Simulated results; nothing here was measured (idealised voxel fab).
The following is a process module called voxel ribs on slabs.
The cross-section shown here is cut; it is 220 nm wide and divided into square cells measuring 5 nm on a side.
Cross-section = grid of square cells, listed top down in bands; band = one or more rows. Within each band entry, the heights of the top and of the bottom of the band appear first, in that order and in nm; the materials of the band then follow from left to right, each with its corresponding width in nm. The designation "full width" on a single material indicates that it fills the band from edge to edge; the designation "air" indicates empty space. Height reference: 0 = level under which incoming wafer is all one material. Lowest band: no bottom, runs on downward, e.g. "0 and below". The two numbers in a width such as "30..40" mark its ends across the band: the first belongs to the top row of cells, the second to the bottom row, and from each row to the next the width moves by the same amount. A step reported as "nothing altered" is a step in which no cell of the cross-section changed. This entry, "Tabulated closed voids", enumerates those empty regions of no fewer than 8 cells that possess no open connection to the top. Each region is reported in the form width x height at distance, the distance being taken from the left edge, with all three quantities expressed in nm. Heads up: the bit after the settings on a step's line is the simulator's remark on that step. overlay nm: for a step with a mask, the amount by which the mask lay right of where it was planned; a negative amount means left of it.
The process steps that were planned are listed below:
1: RECEIVE,material Si
2: DIRECTIONAL_DEP,material SiO2,thk nm 20
3: DIRECTIONAL_DEP,material polySi,thk nm 25
4: PATTERN,tone cover,mask id RIB,material resist,width nm 25,thk nm 20,overlay nm 0
5: DIRECTIONAL_ETCH,etch materials polySi,depth nm 5
6: STRIP,etch materials resist
7: MASKED_ETCH,tone cover,mask id SLAB,width nm 75,etch materials polySi,depth nm 20,overlay nm 0
8: FILL_DEP,material SiO2,thk nm 20
9: CMP,height nm 55
10: DIRECTIONAL_DEP,material W,thk nm 10
11: DIRECTIONAL_DEP,material aC,thk nm 10
12: PATTERN,tone cover,mask id HEATER,material resist,width nm 35,thk nm 30,overlay nm 0
13: DIRECTIONAL_ETCH,etch materials aC,depth nm 10
14: STRIP,etch materials resist
15: DIRECTIONAL_ETCH,etch materials W,depth nm 10
16: STRIP,etch materials aC
17: CONFORMAL_DEP,material SiN,thk nm 5
The first wafer of two, processed as planned:
Step 1 complete: cross-section of the wafer as received:
  0 and below  Si full width
  Tabulated closed voids: none
Cross-section: wafer state after step 2:
  20 down to 0  SiO2 full width
  Unchanged below 0.
Cross-section: wafer state after step 3:
  45 down to 20  polySi full width
  Unchanged below 20.
Cross-section: wafer state after step 4:
  65 down to 45  air (95) / resist (25) / air (100)
  Unchanged below 45.
Cross-section: wafer state after step 5:
  65 down to 45  air (95) / resist (25) / air (100)
  45 down to 40  air (95) / polySi (25) / air (100)
  Unchanged below 40.
Cross-section: wafer state after step 6:
  45 down to 40  air (95) / polySi (25) / air (100)
  Unchanged below 40.
Cross-section: wafer state after step 7:
  45 down to 40  air (95) / polySi (25) / air (100)
  40 down to 20  air (70) / polySi (75) / air (75)
  Unchanged below 20.
Cross-section: wafer state after step 8:
  65 down to 45  SiO2 full width
  45 down to 40  SiO2 (95) / polySi (25) / SiO2 (100)
  40 down to 20  SiO2 (70) / polySi (75) / SiO2 (75)
  Unchanged below 20.
Cross-section: wafer state after step 9:
  55 down to 45  SiO2 full width
  Unchanged below 45.
Cross-section: wafer state after step 10:
  65 down to 55  W full width
  Unchanged below 55.
Cross-section: wafer state after step 11:
  75 down to 65  aC full width
  Unchanged below 65.
Cross-section: wafer state after step 12:
  105 down to 75  air (90) / resist (35) / air (95)
  Unchanged below 75.
Cross-section: wafer state after step 13:
  95 down to 75  air (90) / resist (35) / air (95)
  75 down to 65  air (90) / aC (35) / air (95)
  Unchanged below 65.
Cross-section: wafer state after step 14:
  75 down to 65  air (90) / aC (35) / air (95)
  Unchanged below 65.
Cross-section: wafer state after step 15:
  75 down to 65  air (90) / aC (35) / air (95)
  65 down to 55  air (90) / W (35) / air (95)
  Unchanged below 55.
Cross-section: wafer state after step 16:
  65 down to 55  air (90) / W (35) / air (95)
  Unchanged below 55.
Cross-section: wafer state after step 17:
  70 down to 65  air (85) / SiN (45) / air (90)
  65 down to 60  air (85) / SiN (5) / W (35) / SiN (5) / air (90)
  60 down to 55  SiN (90) / W (35) / SiN (95)
  Unchanged below 55.
Notes, second wafer: start = first wafer's, plan = first wafer's, execution had one mistake; history identical to first through step 7:
Second wafer at the planned finish of step 8, seen in cross-section:
  65 down to 45  SiN full width
  45 down to 40  SiN (95) / polySi (25) / SiN (100)
  40 down to 20  SiN (70) / polySi (75) / SiN (75)
  Unchanged below 20.
Second wafer at the planned finish of step 9, seen in cross-section:
  55 down to 45  SiN full width
  Unchanged below 45.
Second wafer at the planned finish of step 10, seen in cross-section:
  65 down to 55  W full width
  Unchanged below 55.
Second wafer at the planned finish of step 11, seen in cross-section:
  75 down to 65  aC full width
  Unchanged below 65.
Second wafer at the planned finish of step 12, seen in cross-section:
  105 down to 75  air (90) / resist (35) / air (95)
  Unchanged below 75.
Second wafer at the planned finish of step 13, seen in cross-section:
  95 down to 75  air (90) / resist (35) / air (95)
  75 down to 65  air (90) / aC (35) / air (95)
  Unchanged below 65.
Second wafer at the planned finish of step 14, seen in cross-section:
  75 down to 65  air (90) / aC (35) / air (95)
  Unchanged below 65.
Second wafer at the planned finish of step 15, seen in cross-section:
  75 down to 65  air (90) / aC (35) / air (95)
  65 down to 55  air (90) / W (35) / air (95)
  Unchanged below 55.
Second wafer at the planned finish of step 16, seen in cross-section:
  65 down to 55  air (90) / W (35) / air (95)
  Unchanged below 55.
Second wafer at the planned finish of step 17, seen in cross-section:
  70 down to 65  air (85) / SiN (45) / air (90)
  65 down to 60  air (85) / SiN (5) / W (35) / SiN (5) / air (90)
  60 down to 55  SiN (90) / W (35) / SiN (95)
  Unchanged below 55.
In executing the process, a mistake was made relative to the plan: contrary to plan, step 8 was performed as FILL_DEP,material SiN,thk nm 20
The final cell counts differ between the wafers, with the second having more or fewer of some materials than the first: 243 more of SiN; 243 fewer of SiO2
